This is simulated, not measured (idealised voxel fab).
process module | voxel air gaps
cross-section cut | 175 nm wide | cells 5 nm
A cross-section is a grid of square cells, given in bands from the top down. A band is one or more rows of cells.
Each band's line starts with the height of the band's top and of its bottom, in nm. Then come its materials from left to right, each with its width in nm. One material with "throughout" fills the band from edge to edge. "air" is empty space.
Height 0 is the level under which the wafer as received is all one material. The lowest band goes on downwards, as in "0 down".
A width such as "30 to 40" changes by the same amount from each row of cells to the next, from the band's top row to its bottom row.
"no change" after a step means that no cell of the cross-section changed.
closed voids: empty space of 8 cells or more with no open way to the top, each as width x height at its distance from the left edge, in nm
after a step's settings: what the simulator itself notes on the step
overlay nm, on a step with a mask: how far to the right of its planned place the mask lay; to the left if negative
plan
1 op RECEIVE | material Si
2 op CONFORMAL_DEP | material SiO2 | thk nm 15
3 op CONFORMAL_DEP | material SiN | thk nm 5
4 op DIRECTIONAL_DEP | material SiO2 | thk nm 40
5 op MASKED_ETCH | tone open | mask id LINES | width nm 25 | pitch nm 50 | etch materials SiO2 | depth nm 40 | overlay nm 0
6 op CONFORMAL_DEP | material TiN | thk nm 5
7 op FILL_DEP | material Cu | thk nm 10
8 op CMP | height nm 60
9 op EPI | material Ru | thk nm 10
10 op SELECTIVE_ETCH | etch materials SiO2 | depth nm 50
11 op CONFORMAL_DEP | material SiCN | thk nm 5
as received, after step 1
  0 down: Si throughout
  closed voids: none
first wafer at the end, as planned
  75 to 70: air 10 | SiCN 155 | air 10
  70 to 60: air 10 | SiCN 5 | Ru 45 | SiCN 5 | Ru 45 | SiCN 5 | Ru 45 | SiCN 5 | air 10
  60 to 55: air 10 | SiCN 15 | TiN 5 | Cu 15 | TiN 5 | SiCN 25 | TiN 5 | Cu 15 | TiN 5 | SiCN 25 | TiN 5 | Cu 15 | TiN 5 | SiCN 15 | air 10
  55 to 25: air 20 | SiCN 5 | TiN 5 | Cu 15 | TiN 5 | SiCN 5 | air 15 | SiCN 5 | TiN 5 | Cu 15 | TiN 5 | SiCN 5 | air 15 | SiCN 5 | TiN 5 | Cu 15 | TiN 5 | SiCN 5 | air 20
  25 to 20: SiCN 25 | TiN 25 | SiCN 25 | TiN 25 | SiCN 25 | TiN 25 | SiCN 25
  20 to 15: SiN throughout
  15 to 0: SiO2 throughout
  0 down: Si throughout
  closed voids: 15 x 30 at 55; 15 x 30 at 105
second wafer at the end: like start, like plan, one mistake
  75 to 70: air 10 | SiCN 155 | air 10
  70 to 60: air 10 | SiCN 5 | Ru 45 | SiCN 5 | Ru 45 | SiCN 5 | Ru 45 | SiCN 5 | air 10
  60 to 55: air 10 | SiCN 15 | TiN 5 | Cu 15 | TiN 5 | SiCN 25 | TiN 5 | Cu 15 | TiN 5 | SiCN 25 | TiN 5 | Cu 15 | TiN 5 | SiCN 15 | air 10
  55 to 25: air 20 | SiCN 5 | TiN 5 | Cu 15 | TiN 5 | SiCN 5 | air 15 | SiCN 5 | TiN 5 | Cu 15 | TiN 5 | SiCN 5 | air 15 | SiCN 5 | TiN 5 | Cu 15 | TiN 5 | SiCN 5 | air 20
  25 to 20: SiCN 25 | TiN 25 | SiCN 25 | TiN 25 | SiCN 25 | TiN 25 | SiCN 25
  20 to 15: Ru throughout
  15 to 0: SiO2 throughout
  0 down: Si throughout
  closed voids: 15 x 30 at 55; 15 x 30 at 105
what went wrong: step 3 ran as: op CONFORMAL_DEP | material Ru | thk nm 5
at the end the second wafer has, in cells: 35 more of Ru | 35 fewer of SiN
